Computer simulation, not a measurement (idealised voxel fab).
Module name: voxel self aligned vias (process module)
It is cross-section cut that appears here, measuring 220 nm in width, its square cells being 5 nm in size.
Throughout this document, each cross-section is represented as a grid of square cells and is presented as a sequence of bands enumerated from the top downward, where a band comprises one or more rows of cells. First you get the band's top height and its bottom height, in nm, and then the materials it's made of, left to right, with each width in nm. If you see a single material with "all across", that one covers the band edge to edge. "empty" is empty space. Heights are reckoned from 0. Under this level, the received wafer is all of one material. The bottommost band is open-ended downward, for example "0 and below". A width given as "30 to 40" starts at the first number in the band's top row and ends at the second number in its bottom row, shifting by an equal amount at every step from row to row. Step marked "remained unchanged"? Then no cell in the cross-section changed in it. If an empty space has no open way to the top and is at least 8 cells in size, "Closed void inventory" lists it, written width x height at distance, where distance is measured from the left edge and every value is in nm. Read whatever lies past the settings on a step's line as the simulator's own remark about the step. The line of a step may include "overlay nm". On a step with a mask, this value is how far to the right of its planned place the mask lay. A negative value means the mask lay to the left.

### The following list gives the planned process steps
1,op RECEIVE | material Si
2,op CONFORMAL_DEP | material SiO2 | thk nm 10
3,op CONFORMAL_DEP | material SiCN | thk nm 5
4,op DIRECTIONAL_DEP | material SiO2 | thk nm 25
5,op MASKED_ETCH | tone open | mask id LINES | width nm 30 | pitch nm 60 | etch materials SiO2 | depth nm 25 | overlay nm 0
6,op CONFORMAL_DEP | material TiN | thk nm 5
7,op FILL_DEP | material W | thk nm 10
8,op CMP | height nm 40
9,op SELECTIVE_ETCH | etch materials W Ru TiN | depth nm 10
10,op FILL_DEP | material SiN | thk nm 5
11,op CMP | height nm 40
12,op DIRECTIONAL_DEP | material SiO2 | thk nm 20
13,op DIRECTIONAL_DEP | material aC | thk nm 15
14,op PATTERN | tone open | mask id VIAS | material resist | width nm 40 | pitch nm 120 | thk nm 30 | overlay nm 0
15,op DIRECTIONAL_ETCH | etch materials aC | depth nm 15
16,op STRIP | etch materials resist
17,op DIRECTIONAL_ETCH | etch materials SiO2 | depth nm 20
18,op DIRECTIONAL_ETCH | etch materials SiN | depth nm 10
19,op STRIP | etch materials aC
20,op CONFORMAL_DEP | material TiN | thk nm 5
21,op FILL_DEP | material Cu | thk nm 5
22,op CMP | height nm 60
23,op CONFORMAL_DEP | material SiN | thk nm 5

### Shown in cross-section is the wafer as received, that is, as it stands after step 1
	0 and below  Si all across
	Closed void inventory: none

### Below is the wafer in cross-section after the module was completed. It began from the starting point shown above and followed the plan shown above, except that one mistake was made while running it
	65 down to 60  SiN all across
	60 down to 40  Cu all across
	40 down to 30  SiO2: 35; SiN: 30; SiO2: 30; SiN: 30; SiO2: 30; SiN: 30; SiO2: 35
	30 down to 20  SiO2: 35; TiN: 5; W: 20; TiN: 5; SiO2: 30; TiN: 5; W: 20; TiN: 5; SiO2: 30; TiN: 5; W: 20; TiN: 5; SiO2: 35
	20 down to 15  SiO2: 35; TiN: 30; SiO2: 30; TiN: 30; SiO2: 30; TiN: 30; SiO2: 35
	15 down to 10  SiCN all across
	10 down to 0  SiO2 all across
	0 and below  Si all across
	Closed void inventory: none
What broke from the plan during processing? heads up, step 12 didn't go per plan, it actually ran as op DIRECTIONAL_DEP | material Cu | thk nm 20
